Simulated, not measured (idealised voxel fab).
Proc. module: voxel transistor to metal
Displayed cross-section: cut, width of 290 nm, square cells sized 5 nm.
Throughout this document, each cross-section is represented as a grid of square cells and is presented as a sequence of bands enumerated from the top downward, where a band comprises one or more rows of cells. Band: top and bottom heights (nm) first, top before bottom; then materials from left to right, widths in nm. "throughout" marks a sole material filling the band edge to edge. "empty" denotes empty space. Where do heights start? At 0: under that level the wafer as delivered is made of one material only. And the lowest band has no floor; it just carries on downward, as in "0 nm and below". Top row gets the first number, bottom row gets the second, and each row in between changes by the same step: that is how a band width like "30->40" works. Step note "no change" = no cross-section cell changed. Entry "Enclosed voids". Content: empty spaces with no open connection to the top, size 8 cells or greater. Each: width x height at distance. Distance: from left edge. Unit: nm. after a step's settings: what the simulator itself notes on the step. overlay nm: for a step with a mask, the amount by which the mask lay right of where it was planned; a negative amount means left of it.

**Planned step list for the process**
1: RECEIVE (material Si)
2: OXIDIZE (depth nm 5)
3: CONFORMAL_DEP (material SiN; thk nm 15)
4: DIRECTIONAL_DEP (material aC; thk nm 15)
5: PATTERN (tone cover; mask id ACTIVE; material resist; width nm 105; pitch nm 125; thk nm 30; overlay nm 0)
6: DIRECTIONAL_ETCH (etch materials aC; depth nm 15)
7: STRIP (etch materials resist)
8: DIRECTIONAL_ETCH (etch materials SiN; depth nm 15)
9: DIRECTIONAL_ETCH (etch materials SiO2; depth nm 5)
10: DIRECTIONAL_ETCH (etch materials Si; depth nm 25)
11: STRIP (etch materials aC)
12: OXIDIZE (depth nm 5)
13: FILL_DEP (material SiO2; thk nm 10)
14: CMP (height nm 15)
15: SELECTIVE_ETCH (etch materials SiO2; depth nm 15)
16: STRIP (etch materials SiN)
17: SELECTIVE_ETCH (etch materials SiO2; depth nm 5)
18: OXIDIZE (depth nm 5)
19: DIRECTIONAL_DEP (material polySi; thk nm 20)
20: DIRECTIONAL_DEP (material SiCN; thk nm 10)
21: MASKED_ETCH (tone cover; mask id GATE; width nm 25; pitch nm 125; etch materials SiCN; depth nm 20; overlay nm 0)
22: MASKED_ETCH (tone cover; mask id GATE; width nm 25; pitch nm 125; etch materials polySi; depth nm 30; overlay nm 0)
23: CONFORMAL_DEP (material SiO2; thk nm 5)
24: DIRECTIONAL_ETCH (etch materials SiO2; depth nm 5)
25: CONFORMAL_DEP (material SiN; thk nm 10)
26: DIRECTIONAL_ETCH (etch materials SiN; depth nm 10)
27: DIRECTIONAL_ETCH (etch materials SiO2; depth nm 5)
28: DIRECTIONAL_ETCH (etch materials Si; depth nm 15)
29: EPI (material nSi; thk nm 20)
30: FILL_DEP (material SiO2; thk nm 10)
31: CMP (height nm 25)
32: DIRECTIONAL_DEP (material SiO2; thk nm 15)
33: MASKED_ETCH (tone open; mask id CONTACT; width nm 20; etch materials SiO2; depth nm 30; overlay nm 0)
34: CONFORMAL_DEP (material TiN; thk nm 5)
35: FILL_DEP (material Ru; thk nm 5)
36: CMP (height nm 40)
37: CONFORMAL_DEP (material SiCN; thk nm 5)
38: DIRECTIONAL_DEP (material SiO2; thk nm 25)
39: DIRECTIONAL_DEP (material aC; thk nm 10)
40: PATTERN (tone open; mask id METAL_1; material resist; width nm 20; thk nm 30; overlay nm 0)
41: DIRECTIONAL_ETCH (etch materials aC; depth nm 10)
42: STRIP (etch materials resist)
43: DIRECTIONAL_ETCH (etch materials SiO2; depth nm 25)
44: DIRECTIONAL_ETCH (etch materials SiCN; depth nm 5)
45: STRIP (etch materials aC)
46: CONFORMAL_DEP (material TiN; thk nm 5)
47: FILL_DEP (material Cu; thk nm 10)
48: CMP (height nm 70)
49: CONFORMAL_DEP (material SiCN; thk nm 5)
50: DIRECTIONAL_DEP (material SiO2; thk nm 25)
51: PATTERN (tone open; mask id METAL_2; material resist; width nm 20; pitch nm 125; thk nm 20; overlay nm 0)
52: DIRECTIONAL_ETCH (etch materials SiO2; depth nm 15)
53: STRIP (etch materials resist)
54: DIRECTIONAL_DEP (material aC; thk nm 15)
55: PATTERN (tone open; mask id METAL_2_HOLES; material resist; width nm 15; pitch nm 125; thk nm 30; overlay nm 0)
56: DIRECTIONAL_ETCH (etch materials aC; depth nm 15)
57: STRIP (etch materials resist)
58: DIRECTIONAL_ETCH (etch materials SiO2; depth nm 10)
59: DIRECTIONAL_ETCH (etch materials SiCN; depth nm 5)
60: STRIP (etch materials aC)
61: CONFORMAL_DEP (material TiN; thk nm 5)
62: FILL_DEP (material Ru; thk nm 10)
63: CMP (height nm 100)
64: CONFORMAL_DEP (material SiCN; thk nm 5)

**Cross-section: wafer on arrival = after step 1**
* 0 nm and below  Si throughout
* Enclosed voids: none

**End-of-module cross-section. Starting structure and process plan as above; one mistake made in running it**
* 105 nm to 100 nm  SiCN throughout
* 100 nm to 90 nm  35 nm SiO2; 5 nm TiN; 10 nm Ru; 5 nm TiN; 105 nm SiO2; 5 nm TiN; 10 nm Ru; 5 nm TiN; 110 nm SiO2
* 90 nm to 85 nm  35 nm SiO2; 10 nm TiN; 5 nm Ru; 5 nm TiN; 105 nm SiO2; 10 nm TiN; 5 nm Ru; 5 nm TiN; 110 nm SiO2
* 85 nm to 75 nm  40 nm SiO2; 5 nm TiN; 5 nm Ru; 5 nm TiN; 110 nm SiO2; 5 nm TiN; 5 nm Ru; 5 nm TiN; 110 nm SiO2
* 75 nm to 70 nm  40 nm SiCN; 15 nm TiN; 110 nm SiCN; 15 nm TiN; 110 nm SiCN
* 70 nm to 45 nm  35 nm SiO2; 5 nm TiN; 10 nm Cu; 5 nm TiN; 55 nm SiO2; 5 nm TiN; 10 nm Cu; 5 nm TiN; 30 nm SiO2; 5 nm TiN; 10 nm Cu; 5 nm TiN; 55 nm SiO2; 5 nm TiN; 10 nm Cu; 5 nm TiN; 35 nm SiO2
* 45 nm to 40 nm  35 nm SiCN; 20 nm TiN; 55 nm SiCN; 20 nm TiN; 30 nm SiCN; 20 nm TiN; 55 nm SiCN; 20 nm TiN; 35 nm SiCN
* 40 nm to 25 nm  35 nm SiO2; 5 nm TiN; 10 nm Ru; 5 nm TiN; 55 nm SiO2; 5 nm TiN; 10 nm Ru; 5 nm TiN; 30 nm SiO2; 5 nm TiN; 10 nm Ru; 5 nm TiN; 55 nm SiO2; 5 nm TiN; 10 nm Ru; 5 nm TiN; 35 nm SiO2
* 25 nm to 15 nm  35 nm SiO2; 5 nm TiN; 10 nm Ru; 5 nm TiN; 10 nm SiN; 5 nm SiO2; 25 nm SiCN; 5 nm SiO2; 10 nm SiN; 5 nm TiN; 10 nm Ru; 5 nm TiN; 30 nm SiO2; 5 nm TiN; 10 nm Ru; 5 nm TiN; 10 nm SiN; 5 nm SiO2; 25 nm SiCN; 5 nm SiO2; 10 nm SiN; 5 nm TiN; 10 nm Ru; 5 nm TiN; 35 nm SiO2
* 15 nm to 10 nm  35 nm SiO2; 20 nm TiN; 10 nm SiN; 5 nm SiO2; 25 nm polySi; 5 nm SiO2; 10 nm SiN; 20 nm TiN; 30 nm SiO2; 20 nm TiN; 10 nm SiN; 5 nm SiO2; 25 nm polySi; 5 nm SiO2; 10 nm SiN; 20 nm TiN; 35 nm SiO2
* 10 nm to -5 nm  35 nm SiO2; 20 nm nSi; 10 nm SiN; 5 nm SiO2; 25 nm polySi; 5 nm SiO2; 10 nm SiN; 20 nm nSi; 30 nm SiO2; 20 nm nSi; 10 nm SiN; 5 nm SiO2; 25 nm polySi; 5 nm SiO2; 10 nm SiN; 20 nm nSi; 35 nm SiO2
* -5 nm to -10 nm  30 nm SiO2; 25 nm nSi; 55 nm SiO2; 25 nm nSi; 20 nm SiO2; 25 nm nSi; 55 nm SiO2; 25 nm nSi; 30 nm SiO2
* -10 nm to -25 nm  35 nm SiO2; 20 nm nSi; 55 nm Si; 20 nm nSi; 30 nm SiO2; 20 nm nSi; 55 nm Si; 20 nm nSi; 35 nm SiO2
* -25 nm to -35 nm  35 nm SiO2; 95 nm Si; 30 nm SiO2; 95 nm Si; 35 nm SiO2
* -35 nm and below  Si throughout
* Enclosed voids: none
Finding, execution versus plan: step 55: run off-plan, actual operation and settings PATTERN (tone open; mask id METAL_2_HOLES; material resist; width nm 15; pitch nm 125; thk nm 30; overlay nm 5)
